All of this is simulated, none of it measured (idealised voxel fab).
process module | voxel self aligned contacts
cross-section cut | 245 nm wide | cells 5 nm
A cross-section is a grid of square cells, given in bands from the top down. A band is one or more rows of cells.
Each band's line starts with the height of the band's top and of its bottom, in nm. Then come its materials from left to right, each with its width in nm. One material with "throughout" fills the band from edge to edge. "air" is empty space.
Height 0 is the level under which the wafer as received is all one material. The lowest band goes on downwards, as in "0 down".
A width such as "30 to 40" changes by the same amount from each row of cells to the next, from the band's top row to its bottom row.
"no change" after a step means that no cell of the cross-section changed.
closed voids: empty space of 8 cells or more with no open way to the top, each as width x height at its distance from the left edge, in nm
after a step's settings: what the simulator itself notes on the step
overlay nm, on a step with a mask: how far to the right of its planned place the mask lay; to the left if negative
plan
1 op RECEIVE | material Si
2 op OXIDIZE | depth nm 5
3 op DIRECTIONAL_DEP | material polySi | thk nm 30
4 op DIRECTIONAL_DEP | material SiN | thk nm 25
5 op DIRECTIONAL_DEP | material aC | thk nm 10
6 op PATTERN | tone cover | mask id GATE | material resist | width nm 25 | pitch nm 65 | thk nm 25 | overlay nm 0
7 op DIRECTIONAL_ETCH | etch materials aC | depth nm 10
8 op STRIP | etch materials resist
9 op DIRECTIONAL_ETCH | etch materials SiN | depth nm 25
10 op DIRECTIONAL_ETCH | etch materials polySi | depth nm 30
11 op STRIP | etch materials aC
12 op CONFORMAL_DEP | material SiN | thk nm 10
13 op DIRECTIONAL_ETCH | etch materials SiN | depth nm 10
14 op FILL_DEP | material SiO2 | thk nm 20
15 op CMP | height nm 65
16 op PATTERN | tone open | mask id CONTACT | material resist | width nm 50 | thk nm 15 | overlay nm 0
17 op DIRECTIONAL_ETCH | etch materials SiO2 | depth nm 70
18 op STRIP | etch materials resist
19 op CONFORMAL_DEP | material TiN | thk nm 5
20 op FILL_DEP | material W | thk nm 5
21 op CMP | height nm 65
22 op CONFORMAL_DEP | material SiN | thk nm 5
first wafer, as planned
as received, after step 1
  0 down: Si throughout
  closed voids: none
after step 2
  0 to -5: SiO2 throughout
  below -5: unchanged
after step 3
  30 to 0: polySi throughout
  below 0: unchanged
after step 4
  55 to 30: SiN throughout
  below 30: unchanged
after step 5
  65 to 55: aC throughout
  below 55: unchanged
after step 6
  90 to 65: air 75 | resist 25 | air 40 | resist 25 | air 80
  below 65: unchanged
after step 7
  80 to 65: air 75 | resist 25 | air 40 | resist 25 | air 80
  65 to 55: air 75 | aC 25 | air 40 | aC 25 | air 80
  below 55: unchanged
after step 8
  65 to 55: air 75 | aC 25 | air 40 | aC 25 | air 80
  below 55: unchanged
after step 9
  65 to 55: air 75 | aC 25 | air 40 | aC 25 | air 80
  55 to 30: air 75 | SiN 25 | air 40 | SiN 25 | air 80
  below 30: unchanged
after step 10
  65 to 55: air 75 | aC 25 | air 40 | aC 25 | air 80
  55 to 30: air 75 | SiN 25 | air 40 | SiN 25 | air 80
  30 to 0: air 75 | polySi 25 | air 40 | polySi 25 | air 80
  below 0: unchanged
after step 11
  55 to 30: air 75 | SiN 25 | air 40 | SiN 25 | air 80
  below 30: unchanged
after step 12
  65 to 30: air 65 | SiN 45 | air 20 | SiN 45 | air 70
  30 to 10: air 65 | SiN 10 | polySi 25 | SiN 10 | air 20 | SiN 10 | polySi 25 | SiN 10 | air 70
  10 to 0: SiN 75 | polySi 25 | SiN 40 | polySi 25 | SiN 80
  below 0: unchanged
after step 13
  55 to 30: air 65 | SiN 45 | air 20 | SiN 45 | air 70
  30 to 0: air 65 | SiN 10 | polySi 25 | SiN 10 | air 20 | SiN 10 | polySi 25 | SiN 10 | air 70
  below 0: unchanged
after step 14
  75 to 55: SiO2 throughout
  55 to 30: SiO2 65 | SiN 45 | SiO2 20 | SiN 45 | SiO2 70
  30 to 0: SiO2 65 | SiN 10 | polySi 25 | SiN 10 | SiO2 20 | SiN 10 | polySi 25 | SiN 10 | SiO2 70
  below 0: unchanged
after step 15
  65 to 55: SiO2 throughout
  below 55: unchanged
after step 16
  80 to 65: resist 95 | air 50 | resist 100
  below 65: unchanged
after step 17
  80 to 65: resist 95 | air 50 | resist 100
  65 to 55: SiO2 95 | air 50 | SiO2 100
  55 to 30: SiO2 65 | SiN 45 | air 20 | SiN 45 | SiO2 70
  30 to 0: SiO2 65 | SiN 10 | polySi 25 | SiN 10 | air 20 | SiN 10 | polySi 25 | SiN 10 | SiO2 70
  0 to -5: SiO2 110 | air 20 | SiO2 115
  below -5: unchanged
after step 18
  65 to 55: SiO2 95 | air 50 | SiO2 100
  below 55: unchanged
after step 19
  70 to 65: TiN 100 | air 40 | TiN 105
  65 to 55: SiO2 95 | TiN 5 to 20 | air 40 to 10 | TiN 5 to 20 | SiO2 100
  55 to 30: SiO2 65 | SiN 45 | TiN 5 | air 10 | TiN 5 | SiN 45 | SiO2 70
  30 to 0: SiO2 65 | SiN 10 | polySi 25 | SiN 10 | TiN 5 | air 10 | TiN 5 | SiN 10 | polySi 25 | SiN 10 | SiO2 70
  0 to -5: SiO2 110 | TiN 20 | SiO2 115
  below -5: unchanged
after step 20
  75 to 70: W throughout
  70 to 65: TiN 100 | W 40 | TiN 105
  65 to 55: SiO2 95 | TiN 5 to 20 | W 40 to 10 | TiN 5 to 20 | SiO2 100
  55 to 30: SiO2 65 | SiN 45 | TiN 5 | W 10 | TiN 5 | SiN 45 | SiO2 70
  30 to 0: SiO2 65 | SiN 10 | polySi 25 | SiN 10 | TiN 5 | W 10 | TiN 5 | SiN 10 | polySi 25 | SiN 10 | SiO2 70
  below 0: unchanged
after step 21
  65 to 55: SiO2 95 | TiN 5 to 20 | W 40 to 10 | TiN 5 to 20 | SiO2 100
  below 55: unchanged
after step 22
  70 to 65: SiN throughout
  below 65: unchanged
second wafer: like start, like plan, one mistake. Through step 11 it matches the first wafer
when step 12 should have ended
  65 to 55: air 65 | SiO2 45 | air 20 | SiO2 45 | air 70
  55 to 30: air 65 | SiO2 10 | SiN 25 | SiO2 10 | air 20 | SiO2 10 | SiN 25 | SiO2 10 | air 70
  30 to 10: air 65 | SiO2 10 | polySi 25 | SiO2 10 | air 20 | SiO2 10 | polySi 25 | SiO2 10 | air 70
  10 to 0: SiO2 75 | polySi 25 | SiO2 40 | polySi 25 | SiO2 80
  below 0: unchanged
when step 13 should have ended: no change
when step 14 should have ended
  85 to 55: SiO2 throughout
  55 to 30: SiO2 75 | SiN 25 | SiO2 40 | SiN 25 | SiO2 80
  30 to 0: SiO2 75 | polySi 25 | SiO2 40 | polySi 25 | SiO2 80
  below 0: unchanged
when step 15 should have ended
  65 to 55: SiO2 throughout
  below 55: unchanged
when step 16 should have ended
  80 to 65: resist 95 | air 50 | resist 100
  below 65: unchanged
when step 17 should have ended
  80 to 65: resist 95 | air 50 | resist 100
  65 to 55: SiO2 95 | air 50 | SiO2 100
  55 to 30: SiO2 75 | SiN 25 | air 40 | SiN 25 | SiO2 80
  30 to 0: SiO2 75 | polySi 25 | air 40 | polySi 25 | SiO2 80
  0 to -5: SiO2 100 | air 40 | SiO2 105
  below -5: unchanged
when step 18 should have ended
  65 to 55: SiO2 95 | air 50 | SiO2 100
  below 55: unchanged
when step 19 should have ended
  70 to 65: TiN 100 | air 40 | TiN 105
  65 to 55: SiO2 95 | TiN 5 to 10 | air 40 to 30 | TiN 5 to 10 | SiO2 100
  55 to 30: SiO2 75 | SiN 25 | TiN 5 | air 30 | TiN 5 | SiN 25 | SiO2 80
  30 to 0: SiO2 75 | polySi 25 | TiN 5 | air 30 | TiN 5 | polySi 25 | SiO2 80
  0 to -5: SiO2 100 | TiN 40 | SiO2 105
  below -5: unchanged
when step 20 should have ended
  75 to 70: W throughout
  70 to 65: TiN 100 | W 40 | TiN 105
  65 to 55: SiO2 95 | TiN 5 to 10 | W 40 to 30 | TiN 5 to 10 | SiO2 100
  55 to 30: SiO2 75 | SiN 25 | TiN 5 | W 30 | TiN 5 | SiN 25 | SiO2 80
  30 to 0: SiO2 75 | polySi 25 | TiN 5 | W 30 | TiN 5 | polySi 25 | SiO2 80
  below 0: unchanged
when step 21 should have ended
  65 to 55: SiO2 95 | TiN 5 to 10 | W 40 to 30 | TiN 5 to 10 | SiO2 100
  below 55: unchanged
when step 22 should have ended
  70 to 65: SiN throughout
  below 65: unchanged
what went wrong: step 12 ran as: op CONFORMAL_DEP | material SiO2 | thk nm 10
at the end the second wafer has, in cells: 88 fewer of SiN | 40 more of SiO2 | 48 more of W
